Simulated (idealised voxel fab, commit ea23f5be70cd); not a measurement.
Title: Process Module voxel tone inversion
We display cut, a cross-section 180 nm in width whose square cells are each 5 nm.
Cross-section, as written here: a square-cell grid given band by band from the top down, where a band holds one or more rows of cells.
Band: top height; bottom height; in nm. Then, left to right: material with width in nm, for each material. "everywhere": a single material spanning edge to edge. "empty": empty space.
Measure heights from 0. That's the level where, below it, the as-received wafer is all one material. The lowest band is bottomless and extends downward; write it as in "top 0, no bottom".
When a width is written as two numbers, as in "30 to 40", the first number is the width in the top row of cells of the band and the second is the width in its bottom row, and the width changes by the same amount from each row to the next.
"same as before" after a step means that no cell of the cross-section changed.
Basically, "Sealed void inventory" tells you about the enclosed voids: empty spaces with no open way to the top, 8 cells or bigger, each written width x height at distance, where distance is from the left edge, all in nm.
Note: text after step settings on the step line = simulator remark on that step.
"overlay nm" on a masked step: distance the mask lay right of its planned place, negative for left.
Listed below are the process steps as planned:
1,RECEIVE: material Si
2,CONFORMAL_DEP: material SiCN, thk nm 5
3,DIRECTIONAL_DEP: material aC, thk nm 15
4,PATTERN: tone cover, mask id POSTS, material resist, width nm 15, pitch nm 45, thk nm 25, overlay nm 0
5,DIRECTIONAL_ETCH: etch materials aC, depth nm 15
6,STRIP: etch materials resist
7,FILL_DEP: material SiO2, thk nm 10
8,CMP: height nm 20
9,STRIP: etch materials aC
First of two wafers: run as planned:
Cross-section of the wafer upon arrival, representing the state reached after step 1:
- top 0, no bottom: Si everywhere
- Sealed void inventory: none
The wafer, seen in cross-section, after step 2:
- top 5, bottom 0: SiCN everywhere
- Under the height 0 nothing was changed.
The wafer, seen in cross-section, after step 3:
- top 20, bottom 5: aC everywhere
- Under the height 5 nothing was changed.
The wafer, seen in cross-section, after step 4:
- top 45, bottom 20: empty 60 nm, resist 15 nm, empty 30 nm, resist 15 nm, empty 60 nm
- Under the height 20 nothing was changed.
The wafer, seen in cross-section, after step 5:
- top 30, bottom 20: empty 60 nm, resist 15 nm, empty 30 nm, resist 15 nm, empty 60 nm
- top 20, bottom 5: empty 60 nm, aC 15 nm, empty 30 nm, aC 15 nm, empty 60 nm
- Under the height 5 nothing was changed.
The wafer, seen in cross-section, after step 6:
- top 20, bottom 5: empty 60 nm, aC 15 nm, empty 30 nm, aC 15 nm, empty 60 nm
- Under the height 5 nothing was changed.
The wafer, seen in cross-section, after step 7:
- top 30, bottom 20: SiO2 everywhere
- top 20, bottom 5: SiO2 60 nm, aC 15 nm, SiO2 30 nm, aC 15 nm, SiO2 60 nm
- Under the height 5 nothing was changed.
The wafer, seen in cross-section, after step 8:
- top 20, bottom 5: SiO2 60 nm, aC 15 nm, SiO2 30 nm, aC 15 nm, SiO2 60 nm
- Under the height 5 nothing was changed.
The wafer, seen in cross-section, after step 9:
- top 20, bottom 5: SiO2 60 nm, empty 15 nm, SiO2 30 nm, empty 15 nm, SiO2 60 nm
- Under the height 5 nothing was changed.
The Second Wafer: Common Origin and Plan, One Mistake in Execution, Identical to the First Through Step 2:
At the planned end of step 3, the second wafer in cross-section:
- top 20, bottom 0: SiCN everywhere
- Under the height 0 nothing was changed.
At the planned end of step 4, the second wafer in cross-section:
- top 45, bottom 20: empty 60 nm, resist 15 nm, empty 30 nm, resist 15 nm, empty 60 nm
- Under the height 20 nothing was changed.
At the planned end of step 5, the second wafer in cross-section:
- top 30, bottom 20: empty 60 nm, resist 15 nm, empty 30 nm, resist 15 nm, empty 60 nm
- Under the height 20 nothing was changed.
At the planned end of step 6, the second wafer in cross-section:
- top 20, bottom 0: SiCN everywhere
- Under the height 0 nothing was changed.
At the planned end of step 7, the second wafer in cross-section:
- top 30, bottom 20: SiO2 everywhere
- Under the height 20 nothing was changed.
At the planned end of step 8, the second wafer in cross-section:
- top 20, bottom 0: SiCN everywhere
- Under the height 0 nothing was changed.
At the planned end of step 9, the second wafer in cross-section: same as before
Finding, execution versus plan: the process deviated at step 3: the operation and settings actually run there were DIRECTIONAL_DEP: material SiCN, thk nm 15
Per the end-of-run cell counts, the second wafer holds more or fewer of some materials than the first: SiCN: 108 more | SiO2: 90 fewer
